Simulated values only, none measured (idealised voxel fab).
A process module follows: voxel air gaps.
We display cut, a cross-section 285 nm in width whose square cells are each 5 nm.
Cross-section format: a grid of square cells, given as bands from top to bottom; each band is one or more rows of cells. The band entry comprises the height of the band's top followed by the height of its bottom, expressed in nm, and subsequently the band's materials from left to right, each stated together with its width in nm. Where a single material is marked with the word "all across", that material fills the band from edge to edge. The word "empty" represents empty space. Heads up on the height convention: 0 is the point under which the incoming wafer is all one material, and the lowest band has no bottom, it just keeps going down, like "0..down". Width "30 to 40": first value at the band's top row of cells, second value at its bottom row, equal change from row to row. The designation "changes: none", where it is given for a processing step, indicates that no cell of the cross-section was altered in the course of that step. "Enclosed internal voids" lists enclosed empty spaces (at least 8 cells, no open path upward to the top), each as width x height at distance from the left edge, in nm. What comes after the settings on a step's line is commentary from the simulator itself on that step. The "overlay nm" setting may appear on a step's line; for a step that uses a mask, it gives how far to the right of its planned position the mask lay, and a negative value indicates the left.

Process steps - plan:
1. op RECEIVE | material Si
2. op CONFORMAL_DEP | material SiO2 | thk nm 15
3. op CONFORMAL_DEP | material SiN | thk nm 5
4. op DIRECTIONAL_DEP | material SiO2 | thk nm 35
5. op PATTERN | tone open | mask id LINES | material resist | width nm 25 | pitch nm 50 | thk nm 20 | overlay nm 0
6. op DIRECTIONAL_ETCH | etch materials SiO2 | depth nm 35
7. op STRIP | etch materials resist
8. op CONFORMAL_DEP | material TiN | thk nm 5
9. op FILL_DEP | material W | thk nm 5
10. op CMP | height nm 55
11. op EPI | material Ru | thk nm 10
12. op SELECTIVE_ETCH | etch materials SiO2 | depth nm 45
13. op CONFORMAL_DEP | material SiCN | thk nm 5

Account of the first of two wafers, which was processed as intended:

Shown in cross-section is the wafer as received, that is, as it stands after step 1:
* 0..down | Si all across
* Enclosed internal voids: none

After step 2, in cross-section:
* 15..0 | SiO2 all across
* Below a height of 0, the structure has not been altered.

After step 3, in cross-section:
* 20..15 | SiN all across
* Below a height of 15, the structure has not been altered.

After step 4, in cross-section:
* 55..20 | SiO2 all across
* Below a height of 20, the structure has not been altered.

After step 5, in cross-section:
* 75..55 | 80 nm resist; 25 nm empty; 25 nm resist; 25 nm empty; 25 nm resist; 25 nm empty; 80 nm resist
* Below a height of 55, the structure has not been altered.

After step 6, in cross-section:
* 75..55 | 80 nm resist; 25 nm empty; 25 nm resist; 25 nm empty; 25 nm resist; 25 nm empty; 80 nm resist
* 55..20 | 80 nm SiO2; 25 nm empty; 25 nm SiO2; 25 nm empty; 25 nm SiO2; 25 nm empty; 80 nm SiO2
* Below a height of 20, the structure has not been altered.

After step 7, in cross-section:
* 55..20 | 80 nm SiO2; 25 nm empty; 25 nm SiO2; 25 nm empty; 25 nm SiO2; 25 nm empty; 80 nm SiO2
* Below a height of 20, the structure has not been altered.

After step 8, in cross-section:
* 60..55 | 85 nm TiN; 15 nm empty; 35 nm TiN; 15 nm empty; 35 nm TiN; 15 nm empty; 85 nm TiN
* 55..25 | 80 nm SiO2; 5 nm TiN; 15 nm empty; 5 nm TiN; 25 nm SiO2; 5 nm TiN; 15 nm empty; 5 nm TiN; 25 nm SiO2; 5 nm TiN; 15 nm empty; 5 nm TiN; 80 nm SiO2
* 25..20 | 80 nm SiO2; 25 nm TiN; 25 nm SiO2; 25 nm TiN; 25 nm SiO2; 25 nm TiN; 80 nm SiO2
* Below a height of 20, the structure has not been altered.

After step 9, in cross-section:
* 65..60 | W all across
* 60..55 | 85 nm TiN; 15 nm W; 35 nm TiN; 15 nm W; 35 nm TiN; 15 nm W; 85 nm TiN
* 55..25 | 80 nm SiO2; 5 nm TiN; 15 nm W; 5 nm TiN; 25 nm SiO2; 5 nm TiN; 15 nm W; 5 nm TiN; 25 nm SiO2; 5 nm TiN; 15 nm W; 5 nm TiN; 80 nm SiO2
* Below a height of 25, the structure has not been altered.

After step 10, in cross-section:
* 55..25 | 80 nm SiO2; 5 nm TiN; 15 nm W; 5 nm TiN; 25 nm SiO2; 5 nm TiN; 15 nm W; 5 nm TiN; 25 nm SiO2; 5 nm TiN; 15 nm W; 5 nm TiN; 80 nm SiO2
* Below a height of 25, the structure has not been altered.

After step 11, in cross-section:
* 65..55 | 70 nm empty; 45 nm Ru; 5 nm empty; 45 nm Ru; 5 nm empty; 45 nm Ru; 70 nm empty
* Below a height of 55, the structure has not been altered.

After step 12, in cross-section:
* 65..55 | 70 nm empty; 45 nm Ru; 5 nm empty; 45 nm Ru; 5 nm empty; 45 nm Ru; 70 nm empty
* 55..25 | 80 nm empty; 5 nm TiN; 15 nm W; 5 nm TiN; 25 nm empty; 5 nm TiN; 15 nm W; 5 nm TiN; 25 nm empty; 5 nm TiN; 15 nm W; 5 nm TiN; 80 nm empty
* 25..20 | 80 nm empty; 25 nm TiN; 25 nm empty; 25 nm TiN; 25 nm empty; 25 nm TiN; 80 nm empty
* Below a height of 20, the structure has not been altered.

After step 13, in cross-section:
* 70..65 | 65 nm empty; 155 nm SiCN; 65 nm empty
* 65..55 | 65 nm empty; 5 nm SiCN; 45 nm Ru; 5 nm SiCN; 45 nm Ru; 5 nm SiCN; 45 nm Ru; 5 nm SiCN; 65 nm empty
* 55..50 | 65 nm empty; 15 nm SiCN; 5 nm TiN; 15 nm W; 5 nm TiN; 25 nm SiCN; 5 nm TiN; 15 nm W; 5 nm TiN; 25 nm SiCN; 5 nm TiN; 15 nm W; 5 nm TiN; 15 nm SiCN; 65 nm empty
* 50..25 | 75 nm empty; 5 nm SiCN; 5 nm TiN; 15 nm W; 5 nm TiN; 5 nm SiCN; 15 nm empty; 5 nm SiCN; 5 nm TiN; 15 nm W; 5 nm TiN; 5 nm SiCN; 15 nm empty; 5 nm SiCN; 5 nm TiN; 15 nm W; 5 nm TiN; 5 nm SiCN; 75 nm empty
* 25..20 | 80 nm SiCN; 25 nm TiN; 25 nm SiCN; 25 nm TiN; 25 nm SiCN; 25 nm TiN; 80 nm SiCN
* Below a height of 20, the structure has not been altered.
* Enclosed internal voids: 15 x 25 at 110; 15 x 25 at 160

Wafer two of the pair: same origin, same plan, one error during the run; identical to wafer one up to and including step 4:

Planned end of step 5: second wafer, cross-section:
* 75..55 | 80 nm empty; 25 nm resist; 25 nm empty; 25 nm resist; 25 nm empty; 25 nm resist; 80 nm empty
* Below a height of 55, the structure has not been altered.

Planned end of step 6: second wafer, cross-section:
* 75..55 | 80 nm empty; 25 nm resist; 25 nm empty; 25 nm resist; 25 nm empty; 25 nm resist; 80 nm empty
* 55..20 | 80 nm empty; 25 nm SiO2; 25 nm empty; 25 nm SiO2; 25 nm empty; 25 nm SiO2; 80 nm empty
* Below a height of 20, the structure has not been altered.

Planned end of step 7: second wafer, cross-section:
* 55..20 | 80 nm empty; 25 nm SiO2; 25 nm empty; 25 nm SiO2; 25 nm empty; 25 nm SiO2; 80 nm empty
* Below a height of 20, the structure has not been altered.

Planned end of step 8: second wafer, cross-section:
* 60..55 | 75 nm empty; 35 nm TiN; 15 nm empty; 35 nm TiN; 15 nm empty; 35 nm TiN; 75 nm empty
* 55..25 | 75 nm empty; 5 nm TiN; 25 nm SiO2; 5 nm TiN; 15 nm empty; 5 nm TiN; 25 nm SiO2; 5 nm TiN; 15 nm empty; 5 nm TiN; 25 nm SiO2; 5 nm TiN; 75 nm empty
* 25..20 | 80 nm TiN; 25 nm SiO2; 25 nm TiN; 25 nm SiO2; 25 nm TiN; 25 nm SiO2; 80 nm TiN
* Below a height of 20, the structure has not been altered.

Planned end of step 9: second wafer, cross-section:
* 65..60 | W all across
* 60..55 | 75 nm W; 35 nm TiN; 15 nm W; 35 nm TiN; 15 nm W; 35 nm TiN; 75 nm W
* 55..25 | 75 nm W; 5 nm TiN; 25 nm SiO2; 5 nm TiN; 15 nm W; 5 nm TiN; 25 nm SiO2; 5 nm TiN; 15 nm W; 5 nm TiN; 25 nm SiO2; 5 nm TiN; 75 nm W
* Below a height of 25, the structure has not been altered.

Planned end of step 10: second wafer, cross-section:
* 55..25 | 75 nm W; 5 nm TiN; 25 nm SiO2; 5 nm TiN; 15 nm W; 5 nm TiN; 25 nm SiO2; 5 nm TiN; 15 nm W; 5 nm TiN; 25 nm SiO2; 5 nm TiN; 75 nm W
* Below a height of 25, the structure has not been altered.

Planned end of step 11: second wafer, cross-section:
* 65..55 | 90 nm Ru; 5 nm empty; 45 nm Ru; 5 nm empty; 45 nm Ru; 5 nm empty; 90 nm Ru
* Below a height of 55, the structure has not been altered.

Planned end of step 12: second wafer, cross-section:
* 65..55 | 90 nm Ru; 5 nm empty; 45 nm Ru; 5 nm empty; 45 nm Ru; 5 nm empty; 90 nm Ru
* 55..25 | 75 nm W; 5 nm TiN; 25 nm empty; 5 nm TiN; 15 nm W; 5 nm TiN; 25 nm empty; 5 nm TiN; 15 nm W; 5 nm TiN; 25 nm empty; 5 nm TiN; 75 nm W
* 25..20 | 80 nm TiN; 25 nm empty; 25 nm TiN; 25 nm empty; 25 nm TiN; 25 nm empty; 80 nm TiN
* Below a height of 20, the structure has not been altered.

Planned end of step 13: second wafer, cross-section:
* 70..65 | SiCN all across
* 65..55 | 90 nm Ru; 5 nm SiCN; 45 nm Ru; 5 nm SiCN; 45 nm Ru; 5 nm SiCN; 90 nm Ru
* 55..50 | 75 nm W; 5 nm TiN; 25 nm SiCN; 5 nm TiN; 15 nm W; 5 nm TiN; 25 nm SiCN; 5 nm TiN; 15 nm W; 5 nm TiN; 25 nm SiCN; 5 nm TiN; 75 nm W
* 50..25 | 75 nm W; 5 nm TiN; 5 nm SiCN; 15 nm empty; 5 nm SiCN; 5 nm TiN; 15 nm W; 5 nm TiN; 5 nm SiCN; 15 nm empty; 5 nm SiCN; 5 nm TiN; 15 nm W; 5 nm TiN; 5 nm SiCN; 15 nm empty; 5 nm SiCN; 5 nm TiN; 75 nm W
* 25..20 | 80 nm TiN; 25 nm SiCN; 25 nm TiN; 25 nm SiCN; 25 nm TiN; 25 nm SiCN; 80 nm TiN
* Below a height of 20, the structure has not been altered.
* Enclosed internal voids: 15 x 25 at 85; 15 x 25 at 135; 15 x 25 at 185
It is concluded that the wafer was processed incorrectly with respect to the plan, in that step 5 ran differently from the plan; actual operation with settings: op PATTERN | tone cover | mask id LINES | material resist | width nm 25 | pitch nm 50 | thk nm 20 | overlay nm 0
Wafer comparison, final, in cells, second relative to first, materials more or fewer: +54 Ru, -4 SiCN, +27 TiN, +162 W
Final observation: first wafer, 2 closed voids; second wafer, 3 closed voids.
